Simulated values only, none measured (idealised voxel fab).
Name of the process module below: voxel lift off
Section cut is 275 nm wide and gridded with 5 nm square cells.
Square cells in a grid make up a cross-section in this document, and the grid is given as bands, listed from the top down, each one or more rows of cells. Read a band's entry like this: the first values are the height of its top and the height of its bottom in nm, and what follows is the sequence of materials from left to right, each with its width in nm. Note that "air" is empty space, and that a single material marked "everywhere" reaches across the band from edge to edge. Beneath 0, the wafer as received is one material, and that level is where height counting begins. The lowest band goes on downward without a bottom; it is written like "from 0 down". Think of "30 to 40" as a width that walks from the first number to the second as you go down the band, top row to bottom row, taking equal-sized steps from row to row. Given "all unchanged" for a step, no cell of the cross-section differs between before and after that step. Voids not open to the top, 8 cells minimum: see "Closed void inventory". Written width x height at distance; distance is from the left edge; nm. The remark found on a step's line after its settings is issued by the simulator itself and pertains to that step. A step's line can hold "overlay nm"; with a mask on that step, the setting says how far right of the planned place the mask lay, while a negative setting says it lay to the left.
-- Steps in the process plan
1,RECEIVE: material Si
2,CONFORMAL_DEP: material SiO2, thk nm 15
3,PATTERN: tone open, mask id LINES, material resist, width nm 30, pitch nm 60, thk nm 20, overlay nm 0
4,DIRECTIONAL_DEP: material Ru, thk nm 5
5,STRIP: etch materials resist
6,CONFORMAL_DEP: material SiCN, thk nm 5
-- Cross-section of the incoming wafer, state after step 1
* from 0 down | Si everywhere
* Closed void inventory: none
-- The first of the two wafers as seen in cross-section once the module was finished; processing followed the plan
* from 25 to 20 | 85 of air, then 40 of SiCN, then 20 of air, then 40 of SiCN, then 90 of air
* from 20 to 15 | 90 of SiCN, then 30 of Ru, then 30 of SiCN, then 30 of Ru, then 95 of SiCN
* from 15 to 0 | SiO2 everywhere
* from 0 down | Si everywhere
* Closed void inventory: none
-- This is the second of the two wafers, cross-sectioned at the end of the module; it started exactly like the first and was given the same plan, but it was run with one mistake
* from 20 to 15 | 85 of air, then 40 of SiCN, then 20 of air, then 40 of SiCN, then 90 of air
* from 15 to 10 | 90 of SiCN, then 30 of Ru, then 30 of SiCN, then 30 of Ru, then 95 of SiCN
* from 10 to 0 | SiO2 everywhere
* from 0 down | Si everywhere
* Closed void inventory: none
What went wrong in running the wafer? step 2 ran with different settings than intended, the actual operation and settings being CONFORMAL_DEP: material SiO2, thk nm 10
FYI, end of process, the second wafer has more or fewer cells of some materials than the first: -55 SiO2
